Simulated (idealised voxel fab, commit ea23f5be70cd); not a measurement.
The document below concerns the process module designated voxel gate over fins.
The cross-section shown here is cut; it is 225 nm wide and divided into square cells measuring 5 nm on a side.
Cross-section spec: square-cell grid; bands listed top down; each band is one or more rows.
Read a band's entry like this: the first values are the height of its top and the height of its bottom in nm, and what follows is the sequence of materials from left to right, each with its width in nm. Note that "blank" is empty space, and that a single material marked "full width" reaches across the band from edge to edge.
Below 0: as-received wafer, all one material; heights counted from there. Lowest band: no bottom, goes on down, written "z 0 and below".
The notation "30->40" denotes a width that varies across the rows of cells in the band, beginning at the first number in the top row, finishing at the second number in the bottom row, and changing by an identical amount from each row to the next.
Take "same as before" at face value: in the step it is given for, the cross-section changed in none of its cells.
Look at "Closed void register" for the closed voids: empty spaces with no open path to the top, sized 8 cells or up. Each is width x height at distance, distance from the left edge, all nm.
If you see something after the settings on a step's line, that's the simulator's own remark about that step.
Each step line may optionally specify "overlay nm", which for a step with a mask gives the rightward distance between the mask's planned place and where it lay, a negative value indicating the leftward direction.
# The steps planned for the process are as follows
1: op RECEIVE | material Si
2: op CONFORMAL_DEP | material SiN | thk nm 5
3: op PATTERN | tone cover | mask id FINS | material resist | width nm 15 | pitch nm 35 | thk nm 15 | overlay nm 0
4: op DIRECTIONAL_ETCH | etch materials SiN | depth nm 5
5: op DIRECTIONAL_ETCH | etch materials Si | depth nm 40
6: op STRIP | etch materials resist
7: op OXIDIZE | depth nm 5
8: op FILL_DEP | material SiO2 | thk nm 15
9: op CMP | height nm 5
10: op SELECTIVE_ETCH | etch materials SiO2 | depth nm 20
11: op STRIP | etch materials SiN
12: op CONFORMAL_DEP | material HfO2 | thk nm 5
13: op CONFORMAL_DEP | material TiN | thk nm 5
14: op FILL_DEP | material W | thk nm 15
15: op CMP | height nm 20
16: op CONFORMAL_DEP | material SiCN | thk nm 5
# The first of the two wafers, which ran as planned
# Wafer as received: cross-section following step 1
	z 0 and below = Si full width
	Closed void register: none
# So this is the wafer cross-section right after step 2
	z 5 to 0 = SiN full width
	Under the height 0 nothing was changed.
# So this is the wafer cross-section right after step 3
	z 20 to 5 = blank (70) / resist (15) / blank (20) / resist (15) / blank (20) / resist (15) / blank (70)
	Under the height 5 nothing was changed.
# So this is the wafer cross-section right after step 4
	z 20 to 5 = blank (70) / resist (15) / blank (20) / resist (15) / blank (20) / resist (15) / blank (70)
	z 5 to 0 = blank (70) / SiN (15) / blank (20) / SiN (15) / blank (20) / SiN (15) / blank (70)
	Under the height 0 nothing was changed.
# So this is the wafer cross-section right after step 5
	z 20 to 5 = blank (70) / resist (15) / blank (20) / resist (15) / blank (20) / resist (15) / blank (70)
	z 5 to 0 = blank (70) / SiN (15) / blank (20) / SiN (15) / blank (20) / SiN (15) / blank (70)
	z 0 to -40 = blank (70) / Si (15) / blank (20) / Si (15) / blank (20) / Si (15) / blank (70)
	Under the height -40 nothing was changed.
# So this is the wafer cross-section right after step 6
	z 5 to 0 = blank (70) / SiN (15) / blank (20) / SiN (15) / blank (20) / SiN (15) / blank (70)
	Under the height 0 nothing was changed.
# So this is the wafer cross-section right after step 7
	z 5 to 0 = blank (70) / SiN (15) / blank (20) / SiN (15) / blank (20) / SiN (15) / blank (70)
	z 0 to -40 = blank (70) / SiO2 (5) / Si (5) / SiO2 (5) / blank (20) / SiO2 (5) / Si (5) / SiO2 (5) / blank (20) / SiO2 (5) / Si (5) / SiO2 (5) / blank (70)
	z -40 to -45 = SiO2 (75) / Si (5) / SiO2 (30) / Si (5) / SiO2 (30) / Si (5) / SiO2 (75)
	Under the height -45 nothing was changed.
# So this is the wafer cross-section right after step 8
	z 20 to 5 = SiO2 full width
	z 5 to 0 = SiO2 (70) / SiN (15) / SiO2 (20) / SiN (15) / SiO2 (20) / SiN (15) / SiO2 (70)
	z 0 to -45 = SiO2 (75) / Si (5) / SiO2 (30) / Si (5) / SiO2 (30) / Si (5) / SiO2 (75)
	Under the height -45 nothing was changed.
# So this is the wafer cross-section right after step 9
	z 5 to 0 = SiO2 (70) / SiN (15) / SiO2 (20) / SiN (15) / SiO2 (20) / SiN (15) / SiO2 (70)
	Under the height 0 nothing was changed.
# So this is the wafer cross-section right after step 10
	z 5 to 0 = blank (70) / SiN (15) / blank (20) / SiN (15) / blank (20) / SiN (15) / blank (70)
	z 0 to -15 = blank (75) / Si (5) / blank (30) / Si (5) / blank (30) / Si (5) / blank (75)
	Under the height -15 nothing was changed.
# So this is the wafer cross-section right after step 11
	z 0 to -15 = blank (75) / Si (5) / blank (30) / Si (5) / blank (30) / Si (5) / blank (75)
	Under the height -15 nothing was changed.
# So this is the wafer cross-section right after step 12
	z 5 to 0 = blank (70) / HfO2 (15) / blank (20) / HfO2 (15) / blank (20) / HfO2 (15) / blank (70)
	z 0 to -10 = blank (70) / HfO2 (5) / Si (5) / HfO2 (5) / blank (20) / HfO2 (5) / Si (5) / HfO2 (5) / blank (20) / HfO2 (5) / Si (5) / HfO2 (5) / blank (70)
	z -10 to -15 = HfO2 (75) / Si (5) / HfO2 (30) / Si (5) / HfO2 (30) / Si (5) / HfO2 (75)
	Under the height -15 nothing was changed.
# So this is the wafer cross-section right after step 13
	z 10 to 5 = blank (65) / TiN (25) / blank (10) / TiN (25) / blank (10) / TiN (25) / blank (65)
	z 5 to 0 = blank (65) / TiN (5) / HfO2 (15) / TiN (5) / blank (10) / TiN (5) / HfO2 (15) / TiN (5) / blank (10) / TiN (5) / HfO2 (15) / TiN (5) / blank (65)
	z 0 to -5 = blank (65) / TiN (5) / HfO2 (5) / Si (5) / HfO2 (5) / TiN (5) / blank (10) / TiN (5) / HfO2 (5) / Si (5) / HfO2 (5) / TiN (5) / blank (10) / TiN (5) / HfO2 (5) / Si (5) / HfO2 (5) / TiN (5) / blank (65)
	z -5 to -10 = TiN (70) / HfO2 (5) / Si (5) / HfO2 (5) / TiN (20) / HfO2 (5) / Si (5) / HfO2 (5) / TiN (20) / HfO2 (5) / Si (5) / HfO2 (5) / TiN (70)
	Under the height -10 nothing was changed.
# So this is the wafer cross-section right after step 14
	z 25 to 10 = W full width
	z 10 to 5 = W (65) / TiN (25) / W (10) / TiN (25) / W (10) / TiN (25) / W (65)
	z 5 to 0 = W (65) / TiN (5) / HfO2 (15) / TiN (5) / W (10) / TiN (5) / HfO2 (15) / TiN (5) / W (10) / TiN (5) / HfO2 (15) / TiN (5) / W (65)
	z 0 to -5 = W (65) / TiN (5) / HfO2 (5) / Si (5) / HfO2 (5) / TiN (5) / W (10) / TiN (5) / HfO2 (5) / Si (5) / HfO2 (5) / TiN (5) / W (10) / TiN (5) / HfO2 (5) / Si (5) / HfO2 (5) / TiN (5) / W (65)
	Under the height -5 nothing was changed.
# So this is the wafer cross-section right after step 15
	z 20 to 10 = W full width
	Under the height 10 nothing was changed.
# So this is the wafer cross-section right after step 16
	z 25 to 20 = SiCN full width
	Under the height 20 nothing was changed.
# Wafer two of the pair: same origin, same plan, one error during the run; identical to wafer one up to and including step 2
# Cross-section: second wafer, time at which step 3 was scheduled to end
	z 20 to 5 = blank (70) / resist (20) / blank (15) / resist (20) / blank (15) / resist (20) / blank (65)
	Under the height 5 nothing was changed.
# Cross-section: second wafer, time at which step 4 was scheduled to end
	z 20 to 5 = blank (70) / resist (20) / blank (15) / resist (20) / blank (15) / resist (20) / blank (65)
	z 5 to 0 = blank (70) / SiN (20) / blank (15) / SiN (20) / blank (15) / SiN (20) / blank (65)
	Under the height 0 nothing was changed.
# Cross-section: second wafer, time at which step 5 was scheduled to end
	z 20 to 5 = blank (70) / resist (20) / blank (15) / resist (20) / blank (15) / resist (20) / blank (65)
	z 5 to 0 = blank (70) / SiN (20) / blank (15) / SiN (20) / blank (15) / SiN (20) / blank (65)
	z 0 to -40 = blank (70) / Si (20) / blank (15) / Si (20) / blank (15) / Si (20) / blank (65)
	Under the height -40 nothing was changed.
# Cross-section: second wafer, time at which step 6 was scheduled to end
	z 5 to 0 = blank (70) / SiN (20) / blank (15) / SiN (20) / blank (15) / SiN (20) / blank (65)
	Under the height 0 nothing was changed.
# Cross-section: second wafer, time at which step 7 was scheduled to end
	z 5 to 0 = blank (70) / SiN (20) / blank (15) / SiN (20) / blank (15) / SiN (20) / blank (65)
	z 0 to -40 = blank (70) / SiO2 (5) / Si (10) / SiO2 (5) / blank (15) / SiO2 (5) / Si (10) / SiO2 (5) / blank (15) / SiO2 (5) / Si (10) / SiO2 (5) / blank (65)
	z -40 to -45 = SiO2 (75) / Si (10) / SiO2 (25) / Si (10) / SiO2 (25) / Si (10) / SiO2 (70)
	Under the height -45 nothing was changed.
# Cross-section: second wafer, time at which step 8 was scheduled to end
	z 20 to 5 = SiO2 full width
	z 5 to 0 = SiO2 (70) / SiN (20) / SiO2 (15) / SiN (20) / SiO2 (15) / SiN (20) / SiO2 (65)
	z 0 to -45 = SiO2 (75) / Si (10) / SiO2 (25) / Si (10) / SiO2 (25) / Si (10) / SiO2 (70)
	Under the height -45 nothing was changed.
# Cross-section: second wafer, time at which step 9 was scheduled to end
	z 5 to 0 = SiO2 (70) / SiN (20) / SiO2 (15) / SiN (20) / SiO2 (15) / SiN (20) / SiO2 (65)
	Under the height 0 nothing was changed.
# Cross-section: second wafer, time at which step 10 was scheduled to end
	z 5 to 0 = blank (70) / SiN (20) / blank (15) / SiN (20) / blank (15) / SiN (20) / blank (65)
	z 0 to -15 = blank (75) / Si (10) / blank (25) / Si (10) / blank (25) / Si (10) / blank (70)
	Under the height -15 nothing was changed.
# Cross-section: second wafer, time at which step 11 was scheduled to end
	z 0 to -15 = blank (75) / Si (10) / blank (25) / Si (10) / blank (25) / Si (10) / blank (70)
	Under the height -15 nothing was changed.
# Cross-section: second wafer, time at which step 12 was scheduled to end
	z 5 to 0 = blank (70) / HfO2 (20) / blank (15) / HfO2 (20) / blank (15) / HfO2 (20) / blank (65)
	z 0 to -10 = blank (70) / HfO2 (5) / Si (10) / HfO2 (5) / blank (15) / HfO2 (5) / Si (10) / HfO2 (5) / blank (15) / HfO2 (5) / Si (10) / HfO2 (5) / blank (65)
	z -10 to -15 = HfO2 (75) / Si (10) / HfO2 (25) / Si (10) / HfO2 (25) / Si (10) / HfO2 (70)
	Under the height -15 nothing was changed.
# Cross-section: second wafer, time at which step 13 was scheduled to end
	z 10 to 5 = blank (65) / TiN (30) / blank (5) / TiN (30) / blank (5) / TiN (30) / blank (60)
	z 5 to 0 = blank (65) / TiN (5) / HfO2 (20) / TiN (5) / blank (5) / TiN (5) / HfO2 (20) / TiN (5) / blank (5) / TiN (5) / HfO2 (20) / TiN (5) / blank (60)
	z 0 to -5 = blank (65) / TiN (5) / HfO2 (5) / Si (10) / HfO2 (5) / TiN (5) / blank (5) / TiN (5) / HfO2 (5) / Si (10) / HfO2 (5) / TiN (5) / blank (5) / TiN (5) / HfO2 (5) / Si (10) / HfO2 (5) / TiN (5) / blank (60)
	z -5 to -10 = TiN (70) / HfO2 (5) / Si (10) / HfO2 (5) / TiN (15) / HfO2 (5) / Si (10) / HfO2 (5) / TiN (15) / HfO2 (5) / Si (10) / HfO2 (5) / TiN (65)
	Under the height -10 nothing was changed.
# Cross-section: second wafer, time at which step 14 was scheduled to end
	z 25 to 10 = W full width
	z 10 to 5 = W (65) / TiN (30) / W (5) / TiN (30) / W (5) / TiN (30) / W (60)
	z 5 to 0 = W (65) / TiN (5) / HfO2 (20) / TiN (5) / W (5) / TiN (5) / HfO2 (20) / TiN (5) / W (5) / TiN (5) / HfO2 (20) / TiN (5) / W (60)
	z 0 to -5 = W (65) / TiN (5) / HfO2 (5) / Si (10) / HfO2 (5) / TiN (5) / W (5) / TiN (5) / HfO2 (5) / Si (10) / HfO2 (5) / TiN (5) / W (5) / TiN (5) / HfO2 (5) / Si (10) / HfO2 (5) / TiN (5) / W (60)
	Under the height -5 nothing was changed.
# Cross-section: second wafer, time at which step 15 was scheduled to end
	z 20 to 10 = W full width
	Under the height 10 nothing was changed.
# Cross-section: second wafer, time at which step 16 was scheduled to end
	z 25 to 20 = SiCN full width
	Under the height 20 nothing was changed.
Error vs. plan: step 3 deviated from plan and actually ran as op PATTERN | tone cover | mask id FINS | material resist | width nm 20 | pitch nm 35 | thk nm 15 | overlay nm 0
at the end the second wafer has, in cells: Si: 27 more | SiO2: 18 fewer | W: 9 fewer
